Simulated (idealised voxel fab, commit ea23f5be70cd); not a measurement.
process module | voxel gate over fins
cross-section cut | 205 nm wide | cells 5 nm
A cross-section is a grid of square cells, given in bands from the top down. A band is one or more rows of cells.
Each band's line starts with the height of the band's top and of its bottom, in nm. Then come its materials from left to right, each with its width in nm. One material with "throughout" fills the band from edge to edge. "air" is empty space.
Height 0 is the level under which the wafer as received is all one material. The lowest band goes on downwards, as in "0 down".
A width such as "30 to 40" changes by the same amount from each row of cells to the next, from the band's top row to its bottom row.
"no change" after a step means that no cell of the cross-section changed.
closed voids: empty space of 8 cells or more with no open way to the top, each as width x height at its distance from the left edge, in nm
after a step's settings: what the simulator itself notes on the step
overlay nm, on a step with a mask: how far to the right of its planned place the mask lay; to the left if negative
plan
1 op RECEIVE | material Si
2 op CONFORMAL_DEP | material SiN | thk nm 10
3 op DIRECTIONAL_DEP | material aC | thk nm 10
4 op PATTERN | tone cover | mask id FINS | material resist | width nm 15 | pitch nm 40 | thk nm 25 | overlay nm 0
5 op DIRECTIONAL_ETCH | etch materials aC | depth nm 10
6 op STRIP | etch materials resist
7 op DIRECTIONAL_ETCH | etch materials SiN | depth nm 10
8 op DIRECTIONAL_ETCH | etch materials Si | depth nm 40
9 op STRIP | etch materials aC
10 op OXIDIZE | depth nm 5
11 op FILL_DEP | material SiO2 | thk nm 15
12 op CMP | height nm 10
13 op SELECTIVE_ETCH | etch materials SiO2 | depth nm 20
14 op STRIP | etch materials SiN
15 op CONFORMAL_DEP | material HfO2 | thk nm 5
16 op CONFORMAL_DEP | material TiN | thk nm 5
17 op FILL_DEP | material W | thk nm 10
18 op CMP | height nm 15
19 op CONFORMAL_DEP | material SiCN | thk nm 5
as received, after step 1
  0 down: Si throughout
  closed voids: none
a wafer at the end: this start, this plan, one mistake
  20 to 15: SiCN throughout
  15 to 10: W throughout
  10 to 5: TiN 40 | W 5 | TiN 35 | W 5 | TiN 35 | W 5 | TiN 35 | W 5 | TiN 40
  5 to 0: HfO2 35 | TiN 5 | W 5 | TiN 5 | HfO2 25 | TiN 5 | W 5 | TiN 5 | HfO2 25 | TiN 5 | W 5 | TiN 5 | HfO2 25 | TiN 5 | W 5 | TiN 5 | HfO2 35
  0 to -5: Si 30 | HfO2 5 | TiN 15 | HfO2 5 | Si 15 | HfO2 5 | TiN 15 | HfO2 5 | Si 15 | HfO2 5 | TiN 15 | HfO2 5 | Si 15 | HfO2 5 | TiN 15 | HfO2 5 | Si 30
  -5 to -10: Si 30 | HfO2 25 | Si 15 | HfO2 25 | Si 15 | HfO2 25 | Si 15 | HfO2 25 | Si 30
  -10 to -45: Si 30 | SiO2 25 | Si 15 | SiO2 25 | Si 15 | SiO2 25 | Si 15 | SiO2 25 | Si 30
  -45 down: Si throughout
  closed voids: none
what went wrong: step 4 ran as: op PATTERN | tone open | mask id FINS | material resist | width nm 15 | pitch nm 40 | thk nm 25 | overlay nm 0
